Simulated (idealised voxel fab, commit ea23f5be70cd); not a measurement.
This section sets out a process module, namely voxel ribs on slabs.
cross-section cut | 250 nm wide | cells 5 nm
Cross-section, as written here: a square-cell grid given band by band from the top down, where a band holds one or more rows of cells.
The entry gives the band's vertical extent as a top height and a bottom height in nm, then its horizontal make-up as materials from left to right, each with a width in nm. "blank" stands for empty space; a single material marked "full width" fills the band edge to edge.
Basically, 0 is our baseline, since under it the wafer straight out of the box is all one material. The bottom band has no lower end and keeps on going down, so it looks like "0 and below".
You'd read "30->40" like this: the band's top row of cells is as wide as the first number, its bottom row is as wide as the second, and going down, every row changes width by the same amount as the row before did.
The cross-section has no changed cell in any step marked "no alteration".
Closed void catalog: empty space of 8 cells or more with no open way to the top, each as width x height at its distance from the left edge, in nm
If you see something after the settings on a step's line, that's the simulator's own remark about that step.
overlay nm, on a step with a mask: how far to the right of its planned place the mask lay; to the left if negative
**The following list gives the planned process steps**
1,RECEIVE, material Si
2,DIRECTIONAL_DEP, material SiO2, thk nm 20
3,DIRECTIONAL_DEP, material SiN, thk nm 25
4,PATTERN, tone cover, mask id RIB, material resist, width nm 25, thk nm 15, overlay nm -15
5,DIRECTIONAL_ETCH, etch materials SiN, depth nm 5
6,STRIP, etch materials resist
7,DIRECTIONAL_DEP, material aC, thk nm 10
8,PATTERN, tone cover, mask id SLAB, material resist, width nm 55, thk nm 25, overlay nm 0
9,DIRECTIONAL_ETCH, etch materials aC, depth nm 10
10,STRIP, etch materials resist
11,DIRECTIONAL_ETCH, etch materials SiN, depth nm 20
12,STRIP, etch materials aC
13,FILL_DEP, material SiO2, thk nm 25
14,CMP, height nm 65
15,DIRECTIONAL_DEP, material TiN, thk nm 10
16,DIRECTIONAL_DEP, material aC, thk nm 15
17,PATTERN, tone cover, mask id HEATER, material resist, width nm 35, thk nm 35, overlay nm 0
18,DIRECTIONAL_ETCH, etch materials aC, depth nm 15
19,STRIP, etch materials resist
20,DIRECTIONAL_ETCH, etch materials TiN, depth nm 10
21,STRIP, etch materials aC
22,CONFORMAL_DEP, material SiN, thk nm 10
Don't read the plan's overlay nm for step 4 as applying to every wafer: that's the first wafer's value, and the wafers differ in it, though they all start identical.
**First wafer of several, as received: cross-section after step 1**
	0 and below  Si full width
	Closed void catalog: none
**Once step 22, the last step, is complete, the module is at its end; this is the cross-section of the first of several wafers**
	85 down to 75  blank: 95 | SiN: 55 | blank: 100
	75 down to 65  SiN: 105 | TiN: 35 | SiN: 110
	65 down to 45  SiO2 full width
	45 down to 40  SiO2: 95 | SiN: 25 | SiO2: 130
	40 down to 20  SiO2: 95 | SiN: 55 | SiO2: 100
	20 down to 0  SiO2 full width
	0 and below  Si full width
	Closed void catalog: none
**The module's end: a cross-section of the last wafer**
	85 down to 75  blank: 95 | SiN: 55 | blank: 100
	75 down to 65  SiN: 105 | TiN: 35 | SiN: 110
	65 down to 45  SiO2 full width
	45 down to 40  SiO2: 125 | SiN: 25 | SiO2: 100
	40 down to 20  SiO2: 95 | SiN: 55 | SiO2: 100
	20 down to 0  SiO2 full width
	0 and below  Si full width
	Closed void catalog: none
**Below is a per-wafer table. In it, each row describes the wafer at the end of the module by giving, for each material, the number of cells gained (+) or lost (-) since the wafer was received, and after that the closed voids of the wafer**
overlay nm -15 | +157 SiN | +601 SiO2 | +14 TiN | Closed void catalog: none
overlay nm -10 | +157 SiN | +601 SiO2 | +14 TiN | Closed void catalog: none
overlay nm -5 | +157 SiN | +601 SiO2 | +14 TiN | Closed void catalog: none
overlay nm 0 | +157 SiN | +601 SiO2 | +14 TiN | Closed void catalog: none
overlay nm 5 | +157 SiN | +601 SiO2 | +14 TiN | Closed void catalog: none
overlay nm 10 | +157 SiN | +601 SiO2 | +14 TiN | Closed void catalog: none
overlay nm 15 | +157 SiN | +601 SiO2 | +14 TiN | Closed void catalog: none
